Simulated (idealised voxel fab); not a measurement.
Herein follows the process module entitled voxel capacitor over wiring.
FYI the section here is cut, 230 nm wide, cells are 5 nm squares.
Cross-section spec: square-cell grid; bands listed top down; each band is one or more rows.
For a band, the entry starts with two heights in nm, that of the top and then that of the bottom, and carries on with the band's materials in order from left to right, each alongside its width in nm; the word "all across" beside a single material means it fills the band edge to edge, and "empty" means empty space.
Ref level 0: as-received wafer is one material below here. Bottom band extends down with no lower bound ("0 -> down").
Top row gets the first number, bottom row gets the second, and each row in between changes by the same step: that is how a band width like "30..40" works.
"nothing got changed" for a step: no cell of the cross-section changed in that step.
"Completely enclosed voids" enumerates empty spaces isolated from the top, with no open way to it, that contain at least 8 cells, giving each as width x height at distance from the left edge, all three in nm.
That trailing text on a step's line, after the settings, is the simulator's own remark on the step.
When a step includes a mask, the "overlay nm" setting on its line states how far to the right of its planned place that mask lay, and negative values state how far to the left.

-- List of planned process steps
1) RECEIVE (material Si)
2) CONFORMAL_DEP (material SiO2; thk nm 15)
3) CONFORMAL_DEP (material SiCN; thk nm 5)
4) DIRECTIONAL_DEP (material lowk; thk nm 25)
5) DIRECTIONAL_DEP (material aC; thk nm 15)
6) PATTERN (tone open; mask id METAL_1; material resist; width nm 25; pitch nm 95; thk nm 35; overlay nm 0)
7) DIRECTIONAL_ETCH (etch materials aC; depth nm 15)
8) STRIP (etch materials resist)
9) DIRECTIONAL_ETCH (etch materials lowk; depth nm 25)
10) DIRECTIONAL_ETCH (etch materials SiCN; depth nm 5)
11) STRIP (etch materials aC)
12) CONFORMAL_DEP (material TiN; thk nm 5)
13) FILL_DEP (material Ru; thk nm 5)
14) CMP (height nm 45)
15) CONFORMAL_DEP (material SiCN; thk nm 5)
16) DIRECTIONAL_DEP (material lowk; thk nm 15)
17) DIRECTIONAL_DEP (material aC; thk nm 15)
18) PATTERN (tone open; mask id PLUG_1; material resist; width nm 15; thk nm 30; overlay nm 0)
19) DIRECTIONAL_ETCH (etch materials aC; depth nm 15)
20) STRIP (etch materials resist)
21) DIRECTIONAL_ETCH (etch materials lowk; depth nm 15)
22) DIRECTIONAL_ETCH (etch materials SiCN; depth nm 5)
23) STRIP (etch materials aC)
24) CONFORMAL_DEP (material TiN; thk nm 5)
25) FILL_DEP (material W; thk nm 5)
26) CMP (height nm 65)
27) DIRECTIONAL_DEP (material TiN; thk nm 5)
28) DIRECTIONAL_DEP (material Al2O3; thk nm 5)
29) DIRECTIONAL_DEP (material TiN; thk nm 5)
30) DIRECTIONAL_DEP (material aC; thk nm 10)
31) PATTERN (tone cover; mask id UPPER_PLATE; material resist; width nm 75; thk nm 30; overlay nm 0)
32) DIRECTIONAL_ETCH (etch materials aC; depth nm 10)
33) STRIP (etch materials resist)
34) DIRECTIONAL_ETCH (etch materials TiN; depth nm 5)
35) DIRECTIONAL_ETCH (etch materials Al2O3; depth nm 5)
36) STRIP (etch materials aC)
37) MASKED_ETCH (tone cover; mask id LOWER_PLATE; width nm 85; etch materials TiN; depth nm 5; overlay nm 0)
38) FILL_DEP (material SiO2; thk nm 20)
39) CMP (height nm 95)
40) PATTERN (tone open; mask id PLUG_2; material resist; width nm 15; thk nm 15; overlay nm 0)
41) DIRECTIONAL_ETCH (etch materials SiO2; depth nm 15)
42) STRIP (etch materials resist)
43) CONFORMAL_DEP (material TiN; thk nm 5)
44) FILL_DEP (material Cu; thk nm 5)
45) CMP (height nm 95)
46) CONFORMAL_DEP (material SiCN; thk nm 5)

-- First wafer out of two, processed as planned

-- Cross-section: wafer on arrival = after step 1
    0 -> down: Si all across
    Completely enclosed voids: none

-- Step 2 done - wafer cross-section
    15 -> 0: SiO2 all across
    For the remainder of the cross-section, below 0, there is no change.

-- Step 3 done - wafer cross-section
    20 -> 15: SiCN all across
    For the remainder of the cross-section, below 15, there is no change.

-- Step 4 done - wafer cross-section
    45 -> 20: lowk all across
    For the remainder of the cross-section, below 20, there is no change.

-- Step 5 done - wafer cross-section
    60 -> 45: aC all across
    For the remainder of the cross-section, below 45, there is no change.

-- Step 6 done - wafer cross-section
    95 -> 60: resist 55 nm; empty 25 nm; resist 70 nm; empty 25 nm; resist 55 nm
    For the remainder of the cross-section, below 60, there is no change.

-- Step 7 done - wafer cross-section
    80 -> 60: resist 55 nm; empty 25 nm; resist 70 nm; empty 25 nm; resist 55 nm
    60 -> 45: aC 55 nm; empty 25 nm; aC 70 nm; empty 25 nm; aC 55 nm
    For the remainder of the cross-section, below 45, there is no change.

-- Step 8 done - wafer cross-section
    60 -> 45: aC 55 nm; empty 25 nm; aC 70 nm; empty 25 nm; aC 55 nm
    For the remainder of the cross-section, below 45, there is no change.

-- Step 9 done - wafer cross-section
    60 -> 45: aC 55 nm; empty 25 nm; aC 70 nm; empty 25 nm; aC 55 nm
    45 -> 20: lowk 55 nm; empty 25 nm; lowk 70 nm; empty 25 nm; lowk 55 nm
    For the remainder of the cross-section, below 20, there is no change.

-- Step 10 done - wafer cross-section
    60 -> 45: aC 55 nm; empty 25 nm; aC 70 nm; empty 25 nm; aC 55 nm
    45 -> 20: lowk 55 nm; empty 25 nm; lowk 70 nm; empty 25 nm; lowk 55 nm
    20 -> 15: SiCN 55 nm; empty 25 nm; SiCN 70 nm; empty 25 nm; SiCN 55 nm
    For the remainder of the cross-section, below 15, there is no change.

-- Step 11 done - wafer cross-section
    45 -> 20: lowk 55 nm; empty 25 nm; lowk 70 nm; empty 25 nm; lowk 55 nm
    For the remainder of the cross-section, below 20, there is no change.

-- Step 12 done - wafer cross-section
    50 -> 45: TiN 60 nm; empty 15 nm; TiN 80 nm; empty 15 nm; TiN 60 nm
    45 -> 20: lowk 55 nm; TiN 5 nm; empty 15 nm; TiN 5 nm; lowk 70 nm; TiN 5 nm; empty 15 nm; TiN 5 nm; lowk 55 nm
    20 -> 15: SiCN 55 nm; TiN 25 nm; SiCN 70 nm; TiN 25 nm; SiCN 55 nm
    For the remainder of the cross-section, below 15, there is no change.

-- Step 13 done - wafer cross-section
    55 -> 50: Ru all across
    50 -> 45: TiN 60 nm; Ru 15 nm; TiN 80 nm; Ru 15 nm; TiN 60 nm
    45 -> 20: lowk 55 nm; TiN 5 nm; Ru 15 nm; TiN 5 nm; lowk 70 nm; TiN 5 nm; Ru 15 nm; TiN 5 nm; lowk 55 nm
    For the remainder of the cross-section, below 20, there is no change.

-- Step 14 done - wafer cross-section
    45 -> 20: lowk 55 nm; TiN 5 nm; Ru 15 nm; TiN 5 nm; lowk 70 nm; TiN 5 nm; Ru 15 nm; TiN 5 nm; lowk 55 nm
    For the remainder of the cross-section, below 20, there is no change.

-- Step 15 done - wafer cross-section
    50 -> 45: SiCN all across
    For the remainder of the cross-section, below 45, there is no change.

-- Step 16 done - wafer cross-section
    65 -> 50: lowk all across
    For the remainder of the cross-section, below 50, there is no change.

-- Step 17 done - wafer cross-section
    80 -> 65: aC all across
    For the remainder of the cross-section, below 65, there is no change.

-- Step 18 done - wafer cross-section
    110 -> 80: resist 65 nm; empty 15 nm; resist 150 nm
    For the remainder of the cross-section, below 80, there is no change.

-- Step 19 done - wafer cross-section
    95 -> 80: resist 65 nm; empty 15 nm; resist 150 nm
    80 -> 65: aC 65 nm; empty 15 nm; aC 150 nm
    For the remainder of the cross-section, below 65, there is no change.

-- Step 20 done - wafer cross-section
    80 -> 65: aC 65 nm; empty 15 nm; aC 150 nm
    For the remainder of the cross-section, below 65, there is no change.

-- Step 21 done - wafer cross-section
    80 -> 65: aC 65 nm; empty 15 nm; aC 150 nm
    65 -> 50: lowk 65 nm; empty 15 nm; lowk 150 nm
    For the remainder of the cross-section, below 50, there is no change.

-- Step 22 done - wafer cross-section
    80 -> 65: aC 65 nm; empty 15 nm; aC 150 nm
    65 -> 50: lowk 65 nm; empty 15 nm; lowk 150 nm
    50 -> 45: SiCN 65 nm; empty 15 nm; SiCN 150 nm
    For the remainder of the cross-section, below 45, there is no change.

-- Step 23 done - wafer cross-section
    65 -> 50: lowk 65 nm; empty 15 nm; lowk 150 nm
    For the remainder of the cross-section, below 50, there is no change.

-- Step 24 done - wafer cross-section
    70 -> 65: TiN 70 nm; empty 5 nm; TiN 155 nm
    65 -> 50: lowk 65 nm; TiN 5 nm; empty 5 nm; TiN 5 nm; lowk 150 nm
    50 -> 45: SiCN 65 nm; TiN 15 nm; SiCN 150 nm
    For the remainder of the cross-section, below 45, there is no change.

-- Step 25 done - wafer cross-section
    75 -> 70: W all across
    70 -> 65: TiN 70 nm; W 5 nm; TiN 155 nm
    65 -> 50: lowk 65 nm; TiN 5 nm; W 5 nm; TiN 5 nm; lowk 150 nm
    For the remainder of the cross-section, below 50, there is no change.

-- Step 26 done - wafer cross-section
    65 -> 50: lowk 65 nm; TiN 5 nm; W 5 nm; TiN 5 nm; lowk 150 nm
    For the remainder of the cross-section, below 50, there is no change.

-- Step 27 done - wafer cross-section
    70 -> 65: TiN all across
    For the remainder of the cross-section, below 65, there is no change.

-- Step 28 done - wafer cross-section
    75 -> 70: Al2O3 all across
    For the remainder of the cross-section, below 70, there is no change.

-- Step 29 done - wafer cross-section
    80 -> 75: TiN all across
    For the remainder of the cross-section, below 75, there is no change.

-- Step 30 done - wafer cross-section
    90 -> 80: aC all across
    For the remainder of the cross-section, below 80, there is no change.

-- Step 31 done - wafer cross-section
    120 -> 90: empty 65 nm; resist 75 nm; empty 90 nm
    For the remainder of the cross-section, below 90, there is no change.

-- Step 32 done - wafer cross-section
    110 -> 90: empty 65 nm; resist 75 nm; empty 90 nm
    90 -> 80: empty 65 nm; aC 75 nm; empty 90 nm
    For the remainder of the cross-section, below 80, there is no change.

-- Step 33 done - wafer cross-section
    90 -> 80: empty 65 nm; aC 75 nm; empty 90 nm
    For the remainder of the cross-section, below 80, there is no change.

-- Step 34 done - wafer cross-section
    90 -> 80: empty 65 nm; aC 75 nm; empty 90 nm
    80 -> 75: empty 65 nm; TiN 75 nm; empty 90 nm
    For the remainder of the cross-section, below 75, there is no change.

-- Step 35 done - wafer cross-section
    90 -> 80: empty 65 nm; aC 75 nm; empty 90 nm
    80 -> 75: empty 65 nm; TiN 75 nm; empty 90 nm
    75 -> 70: empty 65 nm; Al2O3 75 nm; empty 90 nm
    For the remainder of the cross-section, below 70, there is no change.

-- Step 36 done - wafer cross-section
    80 -> 75: empty 65 nm; TiN 75 nm; empty 90 nm
    For the remainder of the cross-section, below 75, there is no change.

-- Step 37 done - wafer cross-section
    80 -> 75: empty 65 nm; TiN 75 nm; empty 90 nm
    75 -> 70: empty 65 nm; Al2O3 75 nm; empty 90 nm
    70 -> 65: empty 60 nm; TiN 85 nm; empty 85 nm
    For the remainder of the cross-section, below 65, there is no change.

-- Step 38 done - wafer cross-section
    100 -> 80: SiO2 all across
    80 -> 75: SiO2 65 nm; TiN 75 nm; SiO2 90 nm
    75 -> 70: SiO2 65 nm; Al2O3 75 nm; SiO2 90 nm
    70 -> 65: SiO2 60 nm; TiN 85 nm; SiO2 85 nm
    For the remainder of the cross-section, below 65, there is no change.

-- Step 39 done - wafer cross-section
    95 -> 80: SiO2 all across
    For the remainder of the cross-section, below 80, there is no change.

-- Step 40 done - wafer cross-section
    110 -> 95: resist 75 nm; empty 15 nm; resist 140 nm
    For the remainder of the cross-section, below 95, there is no change.

-- Step 41 done - wafer cross-section
    110 -> 95: resist 75 nm; empty 15 nm; resist 140 nm
    95 -> 80: SiO2 75 nm; empty 15 nm; SiO2 140 nm
    For the remainder of the cross-section, below 80, there is no change.

-- Step 42 done - wafer cross-section
    95 -> 80: SiO2 75 nm; empty 15 nm; SiO2 140 nm
    For the remainder of the cross-section, below 80, there is no change.

-- Step 43 done - wafer cross-section
    100 -> 95: TiN 80 nm; empty 5 nm; TiN 145 nm
    95 -> 85: SiO2 75 nm; TiN 5 nm; empty 5 nm; TiN 5 nm; SiO2 140 nm
    85 -> 75: SiO2 75..65 nm; TiN 15..75 nm; SiO2 140..90 nm
    For the remainder of the cross-section, below 75, there is no change.

-- Step 44 done - wafer cross-section
    105 -> 100: Cu all across
    100 -> 95: TiN 80 nm; Cu 5 nm; TiN 145 nm
    95 -> 85: SiO2 75 nm; TiN 5 nm; Cu 5 nm; TiN 5 nm; SiO2 140 nm
    For the remainder of the cross-section, below 85, there is no change.

-- Step 45 done - wafer cross-section
    95 -> 85: SiO2 75 nm; TiN 5 nm; Cu 5 nm; TiN 5 nm; SiO2 140 nm
    For the remainder of the cross-section, below 85, there is no change.

-- Step 46 done - wafer cross-section
    100 -> 95: SiCN all across
    For the remainder of the cross-section, below 95, there is no change.

-- Wafer two of two - same starting point, same process plan, one mistake in execution; matches wafer one up to and including step 30

-- Cross-section of the second wafer corresponding to the planned conclusion of step 31
    120 -> 90: resist 65 nm; empty 75 nm; resist 90 nm
    For the remainder of the cross-section, below 90, there is no change.

-- Cross-section of the second wafer corresponding to the planned conclusion of step 32
    110 -> 90: resist 65 nm; empty 75 nm; resist 90 nm
    90 -> 80: aC 65 nm; empty 75 nm; aC 90 nm
    For the remainder of the cross-section, below 80, there is no change.

-- Cross-section of the second wafer corresponding to the planned conclusion of step 33
    90 -> 80: aC 65 nm; empty 75 nm; aC 90 nm
    For the remainder of the cross-section, below 80, there is no change.

-- Cross-section of the second wafer corresponding to the planned conclusion of step 34
    90 -> 80: aC 65 nm; empty 75 nm; aC 90 nm
    80 -> 75: TiN 65 nm; empty 75 nm; TiN 90 nm
    For the remainder of the cross-section, below 75, there is no change.

-- Cross-section of the second wafer corresponding to the planned conclusion of step 35
    90 -> 80: aC 65 nm; empty 75 nm; aC 90 nm
    80 -> 75: TiN 65 nm; empty 75 nm; TiN 90 nm
    75 -> 70: Al2O3 65 nm; empty 75 nm; Al2O3 90 nm
    For the remainder of the cross-section, below 70, there is no change.

-- Cross-section of the second wafer corresponding to the planned conclusion of step 36
    80 -> 75: TiN 65 nm; empty 75 nm; TiN 90 nm
    For the remainder of the cross-section, below 75, there is no change.

-- Cross-section of the second wafer corresponding to the planned conclusion of step 37
    80 -> 75: empty 60 nm; TiN 5 nm; empty 75 nm; TiN 5 nm; empty 85 nm
    For the remainder of the cross-section, below 75, there is no change.

-- Cross-section of the second wafer corresponding to the planned conclusion of step 38
    100 -> 80: SiO2 all across
    80 -> 75: SiO2 60 nm; TiN 5 nm; SiO2 75 nm; TiN 5 nm; SiO2 85 nm
    75 -> 70: Al2O3 65 nm; SiO2 75 nm; Al2O3 90 nm
    For the remainder of the cross-section, below 70, there is no change.

-- Cross-section of the second wafer corresponding to the planned conclusion of step 39
    95 -> 80: SiO2 all across
    For the remainder of the cross-section, below 80, there is no change.

-- Cross-section of the second wafer corresponding to the planned conclusion of step 40
    110 -> 95: resist 75 nm; empty 15 nm; resist 140 nm
    For the remainder of the cross-section, below 95, there is no change.

-- Cross-section of the second wafer corresponding to the planned conclusion of step 41
    110 -> 95: resist 75 nm; empty 15 nm; resist 140 nm
    95 -> 80: SiO2 75 nm; empty 15 nm; SiO2 140 nm
    For the remainder of the cross-section, below 80, there is no change.

-- Cross-section of the second wafer corresponding to the planned conclusion of step 42
    95 -> 80: SiO2 75 nm; empty 15 nm; SiO2 140 nm
    For the remainder of the cross-section, below 80, there is no change.

-- Cross-section of the second wafer corresponding to the planned conclusion of step 43
    100 -> 95: TiN 80 nm; empty 5 nm; TiN 145 nm
    95 -> 85: SiO2 75 nm; TiN 5 nm; empty 5 nm; TiN 5 nm; SiO2 140 nm
    85 -> 80: SiO2 75 nm; TiN 15 nm; SiO2 140 nm
    For the remainder of the cross-section, below 80, there is no change.

-- Cross-section of the second wafer corresponding to the planned conclusion of step 44
    105 -> 100: Cu all across
    100 -> 95: TiN 80 nm; Cu 5 nm; TiN 145 nm
    95 -> 85: SiO2 75 nm; TiN 5 nm; Cu 5 nm; TiN 5 nm; SiO2 140 nm
    For the remainder of the cross-section, below 85, there is no change.

-- Cross-section of the second wafer corresponding to the planned conclusion of step 45
    95 -> 85: SiO2 75 nm; TiN 5 nm; Cu 5 nm; TiN 5 nm; SiO2 140 nm
    For the remainder of the cross-section, below 85, there is no change.

-- Cross-section of the second wafer corresponding to the planned conclusion of step 46
    100 -> 95: SiCN all across
    For the remainder of the cross-section, below 95, there is no change.
In executing the process, a mistake was made relative to the plan: the process deviated at step 31: the operation and settings actually run there were PATTERN (tone open; mask id UPPER_PLATE; material resist; width nm 75; thk nm 30; overlay nm 0)
Upon completion, the second wafer contains, in terms of cells, a greater or smaller amount of certain materials than the first wafer: 16 more of Al2O3, 32 fewer of SiO2, 16 more of TiN
